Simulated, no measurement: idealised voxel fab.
This section sets out a process module, namely voxel self aligned vias.
Section cut is 290 nm wide and gridded with 5 nm square cells.
If you're reading a cross-section in this doc, picture square cells in a grid; it comes to you as bands, top ones listed first down to the bottom, and a band can be one or more rows of cells.
Per band: top height and bottom height in nm, followed by the left-to-right materials and their widths in nm; "all across" marks a single material spanning edge to edge, "air" marks empty space.
Height is counted from the level 0, under which the received wafer is composed throughout of one material. The lowest of the bands is not closed at the bottom but continues downward, in the notation "z 0 and below".
The notation "30..40" denotes a width that varies across the rows of cells in the band, beginning at the first number in the top row, finishing at the second number in the bottom row, and changing by an identical amount from each row to the next.
For the purposes of this document, the phrase "all unchanged" attached to a step denotes that no cell within the cross-section was modified by that step.
Under "Enclosed void inventory" you'll find the enclosed gaps, the ones with no way out to the top, that are 8 cells or bigger; each reads width x height at distance, with distance counted from the left edge, everything in nm.
What comes after the settings on a step's line is commentary from the simulator itself on that step.
When a step includes a mask, the "overlay nm" setting on its line states how far to the right of its planned place that mask lay, and negative values state how far to the left.
PLAN
1) RECEIVE,material Si
2) CONFORMAL_DEP,material SiO2,thk nm 15
3) CONFORMAL_DEP,material SiCN,thk nm 5
4) DIRECTIONAL_DEP,material SiO2,thk nm 30
5) PATTERN,tone open,mask id LINES,material resist,width nm 30,pitch nm 60,thk nm 20,overlay nm 0
6) DIRECTIONAL_ETCH,etch materials SiO2,depth nm 30
7) STRIP,etch materials resist
8) CONFORMAL_DEP,material TiN,thk nm 5
9) FILL_DEP,material Ru,thk nm 5
10) CMP,height nm 50
11) SELECTIVE_ETCH,etch materials W Ru TiN,depth nm 10
12) FILL_DEP,material SiN,thk nm 10
13) CMP,height nm 50
14) DIRECTIONAL_DEP,material SiO2,thk nm 20
15) PATTERN,tone open,mask id VIAS,material resist,width nm 40,pitch nm 60,thk nm 20,overlay nm 0
16) DIRECTIONAL_ETCH,etch materials SiO2,depth nm 20
17) DIRECTIONAL_ETCH,etch materials SiN,depth nm 10
18) STRIP,etch materials resist
19) CONFORMAL_DEP,material TiN,thk nm 5
20) FILL_DEP,material Ru,thk nm 5
21) CMP,height nm 70
22) CONFORMAL_DEP,material SiN,thk nm 5
SHOWN IN CROSS-SECTION IS THE WAFER AS RECEIVED, THAT IS, AS IT STANDS AFTER STEP 1
	z 0 and below  Si all across
	Enclosed void inventory: none
CROSS-SECTION, FIRST OF TWO WAFERS, END OF MODULE, RUN AS PLANNED
	z 75 to 70  SiN all across
	z 70 to 55  SiO2=95, TiN=5, Ru=30, TiN=5, SiO2=20, TiN=5, Ru=30, TiN=5, SiO2=95
	z 55 to 45  SiO2=95..100, TiN=10..5, Ru=20, TiN=10..5, SiO2=20..30, TiN=10..5, Ru=20, TiN=10..5, SiO2=95..100
	z 45 to 40  SiO2=100, TiN=30, SiO2=30, TiN=30, SiO2=100
	z 40 to 25  SiO2=100, TiN=5, Ru=20, TiN=5, SiO2=30, TiN=5, Ru=20, TiN=5, SiO2=100
	z 25 to 20  SiO2=100, TiN=30, SiO2=30, TiN=30, SiO2=100
	z 20 to 15  SiCN all across
	z 15 to 0  SiO2 all across
	z 0 and below  Si all across
	Enclosed void inventory: none
CROSS-SECTION AT END OF MODULE FOR THE SECOND WAFER OF TWO, WHICH MATCHED THE FIRST IN STARTING POINT AND PLAN AND DIFFERED BY ONE MISTAKE IN ITS PROCESSING
	z 75 to 70  SiN all across
	z 70 to 55  SiO2=95, TiN=5, Ru=30, TiN=5, SiO2=20, TiN=5, Ru=30, TiN=5, SiO2=95
	z 55 to 50  SiO2=95, TiN=40, SiO2=20, TiN=40, SiO2=95
	z 50 to 40  SiO2=100, Ru=30, SiO2=30, Ru=30, SiO2=100
	z 40 to 25  SiO2=100, TiN=5, Ru=20, TiN=5, SiO2=30, TiN=5, Ru=20, TiN=5, SiO2=100
	z 25 to 20  SiO2=100, TiN=30, SiO2=30, TiN=30, SiO2=100
	z 20 to 15  SiCN all across
	z 15 to 0  SiO2 all across
	z 0 and below  Si all across
	Enclosed void inventory: none
Where did the run depart from the plan? not per plan at step 12, really ran FILL_DEP,material Ru,thk nm 10
Cell-count delta at end, second wafer over first, by material: Ru: 8 more, TiN: 8 fewer
